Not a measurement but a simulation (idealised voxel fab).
Herein follows the process module entitled voxel self aligned contacts.
FYI the section here is cut, 285 nm wide, cells are 5 nm squares.
We lay out every cross-section as a grid of square cells and spell it out in bands from the top down, where one band means one or more rows of cells.
Read a band's entry like this: the first values are the height of its top and the height of its bottom in nm, and what follows is the sequence of materials from left to right, each with its width in nm. Note that "empty" is empty space, and that a single material marked "everywhere" reaches across the band from edge to edge.
The level at which height equals 0 is the one under which the wafer, as it arrives, is entirely one material. No lower edge exists for the bottom band, which continues downward and is notated as in "0 nm and below".
A width such as "30->40" changes by the same amount from each row of cells to the next, from the band's top row to its bottom row.
For the purposes of this document, the phrase "identical to before" attached to a step denotes that no cell within the cross-section was modified by that step.
"Voids, enclosed" - sealed voids, min. 8 cells, no opening to top; format: width x height at distance (distance from left edge; nm throughout).
The remark found on a step's line after its settings is issued by the simulator itself and pertains to that step.
On any step carrying a mask, the "overlay nm" setting, if present on the step's line, tells how far right of its planned place the mask lay; negative values point to the left.

[Steps planned for the process]
step 1: RECEIVE | material Si
step 2: OXIDIZE | depth nm 5
step 3: DIRECTIONAL_DEP | material polySi | thk nm 30
step 4: DIRECTIONAL_DEP | material SiN | thk nm 20
step 5: MASKED_ETCH | tone cover | mask id GATE | width nm 25 | pitch nm 70 | etch materials SiN | depth nm 20 | overlay nm 0
step 6: MASKED_ETCH | tone cover | mask id GATE | width nm 25 | pitch nm 70 | etch materials polySi | depth nm 30 | overlay nm 0
step 7: CONFORMAL_DEP | material SiN | thk nm 10
step 8: DIRECTIONAL_ETCH | etch materials SiN | depth nm 10
step 9: FILL_DEP | material SiO2 | thk nm 20
step 10: CMP | height nm 60
step 11: DIRECTIONAL_DEP | material aC | thk nm 10
step 12: PATTERN | tone open | mask id CONTACT | material resist | width nm 55 | pitch nm 70 | thk nm 30 | overlay nm 0
step 13: DIRECTIONAL_ETCH | etch materials aC | depth nm 10
step 14: STRIP | etch materials resist
step 15: DIRECTIONAL_ETCH | etch materials SiO2 | depth nm 65
step 16: STRIP | etch materials aC
step 17: CONFORMAL_DEP | material TiN | thk nm 5
step 18: FILL_DEP | material W | thk nm 10
step 19: CMP | height nm 60
step 20: CONFORMAL_DEP | material SiN | thk nm 5

[Step 1 complete: cross-section of the wafer as received]
> 0 nm and below = Si everywhere
> Voids, enclosed: none

[What the wafer looks like in cross-section after this module, when it starts as shown above and follows the plan above but one mistake is made in running it]
> 65 nm to 60 nm = SiN everywhere
> 60 nm to 35 nm = SiO2 (50) / SiN (10) / polySi (25) / SiN (10) / TiN (5) / W (15) / TiN (5) / SiN (10) / polySi (25) / SiN (10) / TiN (5) / W (15) / TiN (5) / SiN (10) / polySi (25) / SiN (10) / SiO2 (50)
> 35 nm to 30 nm = SiO2 (50) / SiN (10) / polySi (25) / SiN (10) / TiN (25) / SiN (10) / polySi (25) / SiN (10) / TiN (25) / SiN (10) / polySi (25) / SiN (10) / SiO2 (50)
> 30 nm to 0 nm = polySi everywhere
> 0 nm to -5 nm = SiO2 everywhere
> -5 nm and below = Si everywhere
> Voids, enclosed: none
The mistake made against the process plan was this: execution of plan step 3 occurred twice
